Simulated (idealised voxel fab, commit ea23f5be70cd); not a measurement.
Presented below is a process module, voxel spacer lines.
The figure presents cross-section cut, which has a width of 165 nm and is divided into square cells with an edge length of 5 nm.
Bands, listed from the top down, are how a cross-section gets written in this document; the cross-section itself is a grid of square cells, and a band is one or more rows of them.
Basically the band line says how high the top is and how high the bottom is, in nm, and then what's in it from left to right, every material with its width in nm. Empty space shows up as "empty", and if a single material carries "throughout" it runs the full band edge to edge.
Heads up on the height convention: 0 is the point under which the incoming wafer is all one material, and the lowest band has no bottom, it just keeps going down, like "0 and below".
Quick explanation for "30 to 40": the width changes in equal steps down the rows of cells, from the first number in the band's top row to the second number in its bottom row.
No cell of the cross-section changed in a step that is given as "no modification".
"Closed void entries": empty spaces of 8 cells or more with no open way to the top, each given as width x height at distance, distance from the left edge, all in nm.
Note: text after step settings on the step line = simulator remark on that step.
On any step carrying a mask, the "overlay nm" setting, if present on the step's line, tells how far right of its planned place the mask lay; negative values point to the left.

The process steps that were planned are listed below:
step 1: RECEIVE (material Si)
step 2: CONFORMAL_DEP (material Al2O3; thk nm 5)
step 3: DIRECTIONAL_DEP (material polySi; thk nm 20)
step 4: DIRECTIONAL_DEP (material aC; thk nm 30)
step 5: PATTERN (tone cover; mask id MANDREL; material resist; width nm 20; pitch nm 70; thk nm 35; overlay nm 0)
step 6: DIRECTIONAL_ETCH (etch materials aC; depth nm 30)
step 7: STRIP (etch materials resist)
step 8: CONFORMAL_DEP (material SiO2; thk nm 15)
step 9: DIRECTIONAL_ETCH (etch materials SiO2; depth nm 15)
step 10: STRIP (etch materials aC)
step 11: DIRECTIONAL_ETCH (etch materials polySi; depth nm 20)
step 12: STRIP (etch materials SiO2)

The first of the two wafers, which ran as planned:

Step 1 complete: cross-section of the wafer as received:
  0 and below: Si throughout
  Closed void entries: none

Presented here is a cross-section of the wafer after step 2 has been performed:
  5 down to 0: Al2O3 throughout
  Lower than 0, everything is as it was.

Presented here is a cross-section of the wafer after step 3 has been performed:
  25 down to 5: polySi throughout
  Lower than 5, everything is as it was.

Presented here is a cross-section of the wafer after step 4 has been performed:
  55 down to 25: aC throughout
  Lower than 25, everything is as it was.

Presented here is a cross-section of the wafer after step 5 has been performed:
  90 down to 55: 35 of empty; 20 of resist; 50 of empty; 20 of resist; 40 of empty
  Lower than 55, everything is as it was.

Presented here is a cross-section of the wafer after step 6 has been performed:
  60 down to 55: 35 of empty; 20 of resist; 50 of empty; 20 of resist; 40 of empty
  55 down to 25: 35 of empty; 20 of aC; 50 of empty; 20 of aC; 40 of empty
  Lower than 25, everything is as it was.

Presented here is a cross-section of the wafer after step 7 has been performed:
  55 down to 25: 35 of empty; 20 of aC; 50 of empty; 20 of aC; 40 of empty
  Lower than 25, everything is as it was.

Presented here is a cross-section of the wafer after step 8 has been performed:
  70 down to 55: 20 of empty; 50 of SiO2; 20 of empty; 50 of SiO2; 25 of empty
  55 down to 40: 20 of empty; 15 of SiO2; 20 of aC; 15 of SiO2; 20 of empty; 15 of SiO2; 20 of aC; 15 of SiO2; 25 of empty
  40 down to 25: 35 of SiO2; 20 of aC; 50 of SiO2; 20 of aC; 40 of SiO2
  Lower than 25, everything is as it was.

Presented here is a cross-section of the wafer after step 9 has been performed:
  55 down to 25: 20 of empty; 15 of SiO2; 20 of aC; 15 of SiO2; 20 of empty; 15 of SiO2; 20 of aC; 15 of SiO2; 25 of empty
  Lower than 25, everything is as it was.

Presented here is a cross-section of the wafer after step 10 has been performed:
  55 down to 25: 20 of empty; 15 of SiO2; 20 of empty; 15 of SiO2; 20 of empty; 15 of SiO2; 20 of empty; 15 of SiO2; 25 of empty
  Lower than 25, everything is as it was.

Presented here is a cross-section of the wafer after step 11 has been performed:
  55 down to 25: 20 of empty; 15 of SiO2; 20 of empty; 15 of SiO2; 20 of empty; 15 of SiO2; 20 of empty; 15 of SiO2; 25 of empty
  25 down to 5: 20 of empty; 15 of polySi; 20 of empty; 15 of polySi; 20 of empty; 15 of polySi; 20 of empty; 15 of polySi; 25 of empty
  Lower than 5, everything is as it was.

Presented here is a cross-section of the wafer after step 12 has been performed:
  25 down to 5: 20 of empty; 15 of polySi; 20 of empty; 15 of polySi; 20 of empty; 15 of polySi; 20 of empty; 15 of polySi; 25 of empty
  Lower than 5, everything is as it was.

Wafer two: like wafer one in start and plan, but with one mistake in execution; identical up to and including step 3:

Second wafer: cross-section at the scheduled end of step 4:
  55 down to 25: Al2O3 throughout
  Lower than 25, everything is as it was.

Second wafer: cross-section at the scheduled end of step 5:
  90 down to 55: 35 of empty; 20 of resist; 50 of empty; 20 of resist; 40 of empty
  Lower than 55, everything is as it was.

Second wafer: cross-section at the scheduled end of step 6:
  60 down to 55: 35 of empty; 20 of resist; 50 of empty; 20 of resist; 40 of empty
  Lower than 55, everything is as it was.

Second wafer: cross-section at the scheduled end of step 7:
  55 down to 25: Al2O3 throughout
  Lower than 25, everything is as it was.

Second wafer: cross-section at the scheduled end of step 8:
  70 down to 55: SiO2 throughout
  Lower than 55, everything is as it was.

Second wafer: cross-section at the scheduled end of step 9:
  55 down to 25: Al2O3 throughout
  Lower than 25, everything is as it was.

Second wafer: cross-section at the scheduled end of step 10: no modification

Second wafer: cross-section at the scheduled end of step 11: no modification

Second wafer: cross-section at the scheduled end of step 12: no modification
Deviation noted in wafer processing: step 4, actual vs plan mismatch, actual run DIRECTIONAL_DEP (material Al2O3; thk nm 30)
Wrapping up, a cell-based count of both wafers puts the second over or under the first for these materials: +198 Al2O3 | +84 polySi
